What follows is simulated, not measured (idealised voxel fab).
Process module in this document: voxel tone inversion
Cross-section cut: width 250 nm, square cells of 5 nm.
How to read a cross-section here: the picture is a grid of square cells, written as bands going from the top down, and any band can span one or more rows of cells. Band: top height; bottom height; in nm. Then, left to right: material with width in nm, for each material. "everywhere": a single material spanning edge to edge. "air": empty space. Height is counted from the level 0, under which the received wafer is composed throughout of one material. The lowest of the bands is not closed at the bottom but continues downward, in the notation "0..down". Think of "30->40" as a width that walks from the first number to the second as you go down the band, top row to bottom row, taking equal-sized steps from row to row. Basically "stayed the same" means that step didn't change any cell in the cross-section. If an empty space has no open way to the top and is at least 8 cells in size, "Internal closed voids" lists it, written width x height at distance, where distance is measured from the left edge and every value is in nm. Step line, after settings: the simulator's comment on this step. The "overlay nm" setting may appear on a step's line; for a step that uses a mask, it gives how far to the right of its planned position the mask lay, and a negative value indicates the left.
# The process steps that were planned are listed below
| 1 | RECEIVE,material Si |
| 2 | CONFORMAL_DEP,material SiN,thk nm 5 |
| 3 | DIRECTIONAL_DEP,material aC,thk nm 20 |
| 4 | PATTERN,tone cover,mask id POSTS,material resist,width nm 20,pitch nm 45,thk nm 30,overlay nm -15 |
| 5 | DIRECTIONAL_ETCH,etch materials aC,depth nm 20 |
| 6 | STRIP,etch materials resist |
| 7 | FILL_DEP,material SiO2,thk nm 5 |
| 8 | CMP,height nm 25 |
| 9 | STRIP,etch materials aC |
| 10 | CONFORMAL_DEP,material TiN,thk nm 5 |
| 11 | FILL_DEP,material W,thk nm 5 |
| 12 | CMP,height nm 25 |
| 13 | CONFORMAL_DEP,material SiCN,thk nm 5 |
Among the wafers covered here, the point of difference is the overlay nm at step 4; their starting state is shared, and the plan presents the value of the first wafer.
# First of several wafers (as received, post step 1), cross-sectional view
0..down | Si everywhere
Internal closed voids: none
# Every row in this table is a wafer at the end of the module, and it gives, for each of the materials, the cells that wafer has gained (+) or lost (-) since it was received, then its closed voids
overlay nm -15, +50 SiCN, +50 SiN, +168 SiO2, +20 TiN, +12 W, Internal closed voids: none
overlay nm -10, +50 SiCN, +50 SiN, +168 SiO2, +20 TiN, +12 W, Internal closed voids: none
overlay nm -5, +50 SiCN, +50 SiN, +168 SiO2, +20 TiN, +12 W, Internal closed voids: none
overlay nm 0, +50 SiCN, +50 SiN, +168 SiO2, +20 TiN, +12 W, Internal closed voids: none
overlay nm 5, +50 SiCN, +50 SiN, +168 SiO2, +20 TiN, +12 W, Internal closed voids: none
overlay nm 10, +50 SiCN, +50 SiN, +168 SiO2, +20 TiN, +12 W, Internal closed voids: none
overlay nm 15, +50 SiCN, +50 SiN, +168 SiO2, +20 TiN, +12 W, Internal closed voids: none
